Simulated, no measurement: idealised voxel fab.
Process module, titled voxel released beams
Shown is cross-section cut, with a width of 175 nm and square cells of size 5 nm.
Cross-section, as written here: a square-cell grid given band by band from the top down, where a band holds one or more rows of cells. Band: top height; bottom height; in nm. Then, left to right: material with width in nm, for each material. "throughout": a single material spanning edge to edge. "air": empty space. Zero point of the height axis is 0; under it, received wafer = one material. Lowest band: continues down indefinitely, "0 nm and below". Quick explanation for "30 to 40": the width changes in equal steps down the rows of cells, from the first number in the band's top row to the second number in its bottom row. Take "nothing altered" at face value: in the step it is given for, the cross-section changed in none of its cells. The label "Internal closed voids" introduces a list of the empty spaces, 8 cells or larger, that have no open way up to the top; each entry in it reads width x height at distance, where the distance is taken from the left edge and all three are stated in nm. On a step's line, text after the settings is the simulator commenting on that step. The optional step-line setting "overlay nm" applies to steps with a mask and quantifies how far to the right of its planned location the mask lay, a negative value indicating leftward placement.
STEPS IN THE PROCESS PLAN
1: RECEIVE with material Si
2: CONFORMAL_DEP with material SiN, thk nm 10
3: DIRECTIONAL_DEP with material SiO2, thk nm 20
4: MASKED_ETCH with tone open, mask id ANCHOR, width nm 35, etch materials SiO2, depth nm 20, overlay nm 0
5: CONFORMAL_DEP with material W, thk nm 10
6: MASKED_ETCH with tone cover, mask id BEAM, width nm 110, etch materials W, depth nm 10, overlay nm -15
7: STRIP with etch materials SiO2
Every wafer here starts from the same state; it is the step 6 overlay nm that distinguishes them, and the value the plan gives belongs to the first wafer.
FIRST WAFER AS RECEIVED, AFTER STEP 1
  0 nm and below = Si throughout
  Internal closed voids: none
CROSS-SECTION, FIRST OF SEVERAL WAFERS, END OF MODULE, AFTER LAST STEP 7
  40 nm to 30 nm = air (15), W (30), air (15), W (65), air (50)
  30 nm to 20 nm = air (35), W (10), air (15), W (10), air (105)
  20 nm to 10 nm = air (35), W (35), air (105)
  10 nm to 0 nm = SiN throughout
  0 nm and below = Si throughout
  Internal closed voids: none
WAFER CROSS-SECTION (LAST WAFER, MODULE END)
  40 nm to 30 nm = air (60), W (95), air (20)
  30 nm to 20 nm = air (35), W (10), air (15), W (10), air (105)
  20 nm to 10 nm = air (35), W (35), air (105)
  10 nm to 0 nm = SiN throughout
  0 nm and below = Si throughout
  Internal closed voids: none
WAFER ROWS, END OF MODULE: CELLS PER MATERIAL GAINED (+) OR LOST (-) SINCE RECEIPT; CLOSED VOIDS LAST
overlay nm -15 | +70 SiN | +60 W | Internal closed voids: none
overlay nm -10 | +70 SiN | +60 W | Internal closed voids: none
overlay nm -5 | +70 SiN | +60 W | Internal closed voids: none
overlay nm 0 | +70 SiN | +60 W | Internal closed voids: none
overlay nm 5 | +70 SiN | +60 W | Internal closed voids: none
overlay nm 10 | +70 SiN | +60 W | Internal closed voids: none
overlay nm 15 | +70 SiN | +60 W | Internal closed voids: none
